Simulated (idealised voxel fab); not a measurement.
A process module follows: voxel local oxidation.
The cross-section on display is named cut; it measures 175 nm wide, and its cells are 5 nm squares.
This document writes a cross-section as a grid whose cells are square, and gives it as bands, listed from the top down; one or more rows of cells form a band. Top height, bottom height, nm. Materials left to right, width each, nm. Single material + "all across" = fills band edge to edge. "blank" = empty. For the purposes of this specification, 0 denotes the height below which the wafer in its as-received condition is composed wholly of one material, and the lowermost band, lacking a lower limit, extends downward without end, as expressed in "0 nm and below". Top row gets the first number, bottom row gets the second, and each row in between changes by the same step: that is how a band width like "30..40" works. Take "stayed the same" at face value: in the step it is given for, the cross-section changed in none of its cells. Voids not open to the top, 8 cells minimum: see "Sealed void listing". Written width x height at distance; distance is from the left edge; nm. On a step's line, text after the settings is the simulator commenting on that step. Steps that use a mask can have "overlay nm" on their line. It says how far the mask sat to the right of where it was meant to be. Negative means to the left.
The planned process steps are enumerated hereunder:
1: RECEIVE, material Si
2: OXIDIZE, depth nm 5
3: CONFORMAL_DEP, material SiN, thk nm 10
4: PATTERN, tone cover, mask id ACTIVE, material resist, width nm 130, thk nm 15, overlay nm 0
5: DIRECTIONAL_ETCH, etch materials SiN, depth nm 10
6: STRIP, etch materials resist
7: SELECTIVE_ETCH, etch materials SiO2, depth nm 5
8: OXIDIZE, depth nm 10
9: STRIP, etch materials SiN
first wafer, as planned:
Cross-section: wafer on arrival = after step 1:
* 0 nm and below = Si all across
* Sealed void listing: none
after step 2:
* 0 nm to -5 nm = SiO2 all across
* All layers under -5 are left as they were.
after step 3:
* 10 nm to 0 nm = SiN all across
* All layers under 0 are left as they were.
after step 4:
* 25 nm to 10 nm = blank=20; resist=130; blank=25
* All layers under 10 are left as they were.
after step 5:
* 25 nm to 10 nm = blank=20; resist=130; blank=25
* 10 nm to 0 nm = blank=20; SiN=130; blank=25
* All layers under 0 are left as they were.
after step 6:
* 10 nm to 0 nm = blank=20; SiN=130; blank=25
* All layers under 0 are left as they were.
after step 7:
* 10 nm to 0 nm = blank=20; SiN=130; blank=25
* 0 nm to -5 nm = blank=25; SiO2=120; blank=30
* All layers under -5 are left as they were.
after step 8:
* 10 nm to 0 nm = blank=20; SiN=130; blank=25
* 0 nm to -5 nm = blank=25; SiO2=120; blank=30
* -5 nm to -15 nm = SiO2=35; Si=100; SiO2=40
* All layers under -15 are left as they were.
after step 9:
* 0 nm to -5 nm = blank=25; SiO2=120; blank=30
* All layers under -5 are left as they were.
Second wafer. Start and plan as for the first. One mistake made in running. Agrees with the first up to and including step 1:
when step 2 should have ended:
* 0 nm to -5 nm = SiO2 all across
* All layers under -5 are left as they were.
when step 3 should have ended:
* 10 nm to 0 nm = SiN all across
* All layers under 0 are left as they were.
when step 4 should have ended:
* 25 nm to 10 nm = blank=20; resist=130; blank=25
* All layers under 10 are left as they were.
when step 5 should have ended:
* 25 nm to 10 nm = blank=20; resist=130; blank=25
* 10 nm to 0 nm = blank=20; SiN=130; blank=25
* All layers under 0 are left as they were.
when step 6 should have ended:
* 10 nm to 0 nm = blank=20; SiN=130; blank=25
* All layers under 0 are left as they were.
when step 7 should have ended:
* 10 nm to 0 nm = blank=20; SiN=130; blank=25
* 0 nm to -5 nm = blank=25; SiO2=120; blank=30
* All layers under -5 are left as they were.
when step 8 should have ended:
* 10 nm to 0 nm = blank=20; SiN=130; blank=25
* 0 nm to -5 nm = blank=25; SiO2=120; blank=30
* -5 nm to -15 nm = SiO2=35; Si=100; SiO2=40
* All layers under -15 are left as they were.
when step 9 should have ended:
* 0 nm to -5 nm = blank=25; SiO2=120; blank=30
* All layers under -5 are left as they were.
Deviation from plan: yeah, plan step 2 got run twice
The two wafers finish with the same cross-section, and therefore the mistake leaves the computed outcome of this model unchanged.
